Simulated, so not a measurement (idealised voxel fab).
Module name: voxel self aligned contacts (process module)
Xsec cut, 205 nm wide, square cell size 5 nm.
Throughout this document, each cross-section is represented as a grid of square cells and is presented as a sequence of bands enumerated from the top downward, where a band comprises one or more rows of cells.
Band: top height; bottom height; in nm. Then, left to right: material with width in nm, for each material. "everywhere": a single material spanning edge to edge. "blank": empty space.
The level at which height equals 0 is the one under which the wafer, as it arrives, is entirely one material. No lower edge exists for the bottom band, which continues downward and is notated as in "0..down".
Read "30->40" as a graded width: first number on top, second number at the bottom, same change between each pair of neighbouring rows.
You'll sometimes find "same as before" written for a step, and that's the way of saying that nowhere in the cross-section did a cell change during that step.
This entry, "Entrapped void list", enumerates those empty regions of no fewer than 8 cells that possess no open connection to the top. Each region is reported in the form width x height at distance, the distance being taken from the left edge, with all three quantities expressed in nm.
Anything after a step's settings on that line? It's the simulator's own note about the step.
overlay nm: where the mask lay relative to plan, measured to the right, on steps with a mask; negatives go left.
Intended process steps:
1 RECEIVE with material Si
2 OXIDIZE with depth nm 5
3 DIRECTIONAL_DEP with material polySi, thk nm 30
4 DIRECTIONAL_DEP with material SiN, thk nm 20
5 PATTERN with tone cover, mask id GATE, material resist, width nm 35, pitch nm 65, thk nm 20, overlay nm 0
6 DIRECTIONAL_ETCH with etch materials SiN, depth nm 20
7 DIRECTIONAL_ETCH with etch materials polySi, depth nm 30
8 STRIP with etch materials resist
9 CONFORMAL_DEP with material SiN, thk nm 5
10 DIRECTIONAL_ETCH with etch materials SiN, depth nm 5
11 FILL_DEP with material SiO2, thk nm 15
12 CMP with height nm 55
13 MASKED_ETCH with tone open, mask id CONTACT, width nm 50, pitch nm 65, etch materials SiO2, depth nm 60, overlay nm 0
14 CONFORMAL_DEP with material TiN, thk nm 5
15 FILL_DEP with material W, thk nm 5
16 CMP with height nm 55
17 CONFORMAL_DEP with material SiCN, thk nm 5
as received, after step 1:
    0..down | Si everywhere
    Entrapped void list: none
Cross-section taken at module completion on the first of two wafers; processed per the plan:
    60..55 | SiCN everywhere
    55..50 | 45 SiO2, then 20 TiN, then 10 W, then 20 TiN, then 15 SiO2, then 20 TiN, then 10 W, then 20 TiN, then 45 SiO2
    50..30 | 15 SiO2, then 45 SiN, then 5 TiN, then 10 W, then 5 TiN, then 45 SiN, then 5 TiN, then 10 W, then 5 TiN, then 45 SiN, then 15 SiO2
    30..0 | 15 SiO2, then 5 SiN, then 35 polySi, then 5 SiN, then 5 TiN, then 10 W, then 5 TiN, then 5 SiN, then 35 polySi, then 5 SiN, then 5 TiN, then 10 W, then 5 TiN, then 5 SiN, then 35 polySi, then 5 SiN, then 15 SiO2
    0..-5 | 60 SiO2, then 20 TiN, then 45 SiO2, then 20 TiN, then 60 SiO2
    -5..down | Si everywhere
    Entrapped void list: none
Presented here is a cross-section of the second of the two wafers as it stood at the end of the module. It was started in the same manner and assigned the same plan as the first wafer; however, one mistake was made in its execution:
    60..55 | SiCN everywhere
    55..50 | 45 SiO2, then 20 TiN, then 10 W, then 20 TiN, then 15 SiO2, then 20 TiN, then 10 W, then 20 TiN, then 45 SiO2
    50..30 | 15 SiO2, then 45 SiN, then 5 TiN, then 10 W, then 5 TiN, then 45 SiN, then 5 TiN, then 10 W, then 5 TiN, then 45 SiN, then 15 SiO2
    30..5 | 15 SiO2, then 5 SiN, then 35 polySi, then 5 SiN, then 5 TiN, then 10 W, then 5 TiN, then 5 SiN, then 35 polySi, then 5 SiN, then 5 TiN, then 10 W, then 5 TiN, then 5 SiN, then 35 polySi, then 5 SiN, then 15 SiO2
    5..0 | 15 SiO2, then 5 SiN, then 35 polySi, then 5 SiN, then 20 TiN, then 5 SiN, then 35 polySi, then 5 SiN, then 20 TiN, then 5 SiN, then 35 polySi, then 5 SiN, then 15 SiO2
    0..down | Si everywhere
    Entrapped void list: none
Run error: step 2 of the plan got skipped, so it never ran
Looking at both finished wafers in cells, the second ends up ahead of or behind the first on some materials: Si +41, SiO2 -33, TiN -4, W -4
